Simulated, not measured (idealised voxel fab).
Title: Process Module voxel transistor to metal
Cross-section cut spans 145 nm and uses square cells 5 nm in size.
Think of the cross-section as a grid of square cells. We describe it in bands, top to bottom, and each band covers one or more rows of those cells. Top height, bottom height, nm. Materials left to right, width each, nm. Single material + "throughout" = fills band edge to edge. "air" = empty. Heights from 0 (as-received wafer is one material below). Bottom band endless downward, as "0 and below". A width given as "30 to 40" starts at the first number in the band's top row and ends at the second number in its bottom row, shifting by an equal amount at every step from row to row. It should be understood that the words "everything unchanged", when stated for a given step, signify that the cross-section underwent no change in any of its cells during that step. Empty spaces without an open route to the top, at least 8 cells in extent, make up the entry "Voids lacking openings"; each is given as width x height at distance, where the distance is measured from the left edge, and all are in nm. That trailing text on a step's line, after the settings, is the simulator's own remark on the step. "overlay nm", when on a step's line for a step with a mask, measures how far to the right of its planned place the mask lay; a negative measure means to the left.
Intended process steps
1 RECEIVE [material Si]
2 CONFORMAL_DEP [material SiO2] [thk nm 5]
3 CONFORMAL_DEP [material SiN] [thk nm 15]
4 MASKED_ETCH [tone cover] [mask id ACTIVE] [width nm 105] [etch materials SiN] [depth nm 15] [overlay nm 0]
5 MASKED_ETCH [tone cover] [mask id ACTIVE] [width nm 105] [etch materials SiO2] [depth nm 5] [overlay nm 0]
6 MASKED_ETCH [tone cover] [mask id ACTIVE] [width nm 105] [etch materials Si] [depth nm 30] [overlay nm 0]
7 FILL_DEP [material SiO2] [thk nm 15]
8 CMP [height nm 20]
9 SELECTIVE_ETCH [etch materials SiO2] [depth nm 10]
10 STRIP [etch materials SiN]
11 SELECTIVE_ETCH [etch materials SiO2] [depth nm 5]
12 OXIDIZE [depth nm 5]
13 DIRECTIONAL_DEP [material polySi] [thk nm 20]
14 DIRECTIONAL_DEP [material SiCN] [thk nm 10]
15 MASKED_ETCH [tone cover] [mask id GATE] [width nm 15] [etch materials SiCN] [depth nm 20] [overlay nm 0]
16 MASKED_ETCH [tone cover] [mask id GATE] [width nm 15] [etch materials polySi] [depth nm 30] [overlay nm 0]
17 CONFORMAL_DEP [material SiO2] [thk nm 5]
18 DIRECTIONAL_ETCH [etch materials SiO2] [depth nm 5]
19 CONFORMAL_DEP [material SiN] [thk nm 5]
20 DIRECTIONAL_ETCH [etch materials SiN] [depth nm 5]
21 DIRECTIONAL_ETCH [etch materials SiO2] [depth nm 5]
22 DIRECTIONAL_ETCH [etch materials Si] [depth nm 10]
23 EPI [material SiGe] [thk nm 15]
24 FILL_DEP [material SiO2] [thk nm 10]
25 CMP [height nm 30]
26 DIRECTIONAL_DEP [material SiO2] [thk nm 15]
27 MASKED_ETCH [tone open] [mask id CONTACT] [width nm 30] [pitch nm 55] [etch materials SiO2] [depth nm 35] [overlay nm 0]
28 CONFORMAL_DEP [material TiN] [thk nm 5]
29 FILL_DEP [material W] [thk nm 5]
30 CMP [height nm 45]
31 CONFORMAL_DEP [material SiN] [thk nm 5]
32 DIRECTIONAL_DEP [material SiO2] [thk nm 20]
33 DIRECTIONAL_DEP [material aC] [thk nm 10]
34 PATTERN [tone open] [mask id METAL_1] [material resist] [width nm 15] [pitch nm 70] [thk nm 30] [overlay nm 0]
35 DIRECTIONAL_ETCH [etch materials aC] [depth nm 10]
36 STRIP [etch materials resist]
37 DIRECTIONAL_ETCH [etch materials SiO2] [depth nm 20]
38 DIRECTIONAL_ETCH [etch materials SiN] [depth nm 5]
39 STRIP [etch materials aC]
40 CONFORMAL_DEP [material TiN] [thk nm 5]
41 FILL_DEP [material W] [thk nm 10]
42 CMP [height nm 70]
43 CONFORMAL_DEP [material SiCN] [thk nm 5]
44 DIRECTIONAL_DEP [material lowk] [thk nm 35]
45 MASKED_ETCH [tone open] [mask id METAL_2] [width nm 15] [pitch nm 70] [etch materials lowk] [depth nm 20] [overlay nm 0]
46 DIRECTIONAL_DEP [material aC] [thk nm 15]
47 PATTERN [tone open] [mask id METAL_2_HOLES] [material resist] [width nm 15] [pitch nm 70] [thk nm 30] [overlay nm 0]
48 DIRECTIONAL_ETCH [etch materials aC] [depth nm 15]
49 STRIP [etch materials resist]
50 DIRECTIONAL_ETCH [etch materials lowk] [depth nm 15]
51 DIRECTIONAL_ETCH [etch materials SiCN] [depth nm 5]
52 STRIP [etch materials aC]
53 CONFORMAL_DEP [material TiN] [thk nm 5]
54 FILL_DEP [material Ru] [thk nm 10]
55 CMP [height nm 110]
56 CONFORMAL_DEP [material SiN] [thk nm 5]
Delivered wafer in cross-section: state after step 1
  0 and below  Si throughout
  Voids lacking openings: none
One mistake in running the module, otherwise start and plan as above: cross-section at the end
  115 down to 110  SiN throughout
  110 down to 100  lowk: 30, then TiN: 5, then Ru: 15, then TiN: 5, then lowk: 45, then TiN: 5, then Ru: 15, then TiN: 5, then lowk: 20
  100 down to 95  lowk: 30, then TiN: 15, then Ru: 5, then TiN: 5, then lowk: 45, then TiN: 15, then Ru: 5, then TiN: 5, then lowk: 20
  95 down to 90  lowk: 40, then TiN: 15, then lowk: 55, then TiN: 15, then lowk: 20
  90 down to 75  lowk: 40, then TiN: 5, then lowk: 65, then TiN: 5, then lowk: 30
  75 down to 70  SiCN: 40, then TiN: 5, then SiCN: 65, then TiN: 5, then SiCN: 30
  70 down to 50  SiO2: 30, then TiN: 5, then W: 5, then TiN: 5, then SiO2: 55, then TiN: 5, then W: 5, then TiN: 5, then SiO2: 30
  50 down to 45  SiN: 30, then TiN: 15, then SiN: 55, then TiN: 15, then SiN: 30
  45 down to 35  SiO2: 30, then TiN: 5, then W: 20, then TiN: 5, then SiO2: 25, then TiN: 5, then W: 20, then TiN: 5, then SiO2: 30
  35 down to 30  SiO2: 30, then TiN: 5, then W: 15, then TiN: 10, then SiO2: 25, then TiN: 10, then W: 15, then TiN: 5, then SiO2: 30
  30 down to 20  SiO2: 30, then TiN: 5, then W: 15, then TiN: 5, then SiN: 5, then SiO2: 5, then SiCN: 15, then SiO2: 5, then SiN: 5, then TiN: 5, then W: 15, then TiN: 5, then SiO2: 30
  20 down to 15  SiO2: 30, then TiN: 5, then W: 15, then TiN: 5, then SiN: 5, then SiO2: 5, then polySi: 15, then SiO2: 5, then SiN: 5, then TiN: 5, then W: 15, then TiN: 5, then SiO2: 30
  15 down to 10  SiO2: 30, then TiN: 25, then SiN: 5, then SiO2: 5, then polySi: 15, then SiO2: 5, then SiN: 5, then TiN: 25, then SiO2: 30
  10 down to 5  SiO2: 20, then SiGe: 35, then SiN: 5, then SiO2: 5, then polySi: 15, then SiO2: 5, then SiN: 5, then SiGe: 35, then SiO2: 20
  5 down to 0  SiO2: 20, then SiN: 5, then SiGe: 30, then SiN: 5, then SiO2: 5, then polySi: 15, then SiO2: 5, then SiN: 5, then SiGe: 30, then SiN: 5, then SiO2: 20
  0 down to -5  SiO2: 25, then SiGe: 30, then SiO2: 35, then SiGe: 30, then SiO2: 25
  -5 down to -15  SiO2: 20, then Si: 5, then SiGe: 30, then Si: 35, then SiGe: 30, then Si: 5, then SiO2: 20
  -15 down to -30  SiO2: 20, then Si: 105, then SiO2: 20
  -30 and below  Si throughout
  Voids lacking openings: none
It is concluded that the wafer was processed incorrectly with respect to the plan, in that contrary to plan, step 45 was performed as MASKED_ETCH [tone open] [mask id METAL_2] [width nm 15] [pitch nm 70] [etch materials lowk] [depth nm 20] [overlay nm 10]
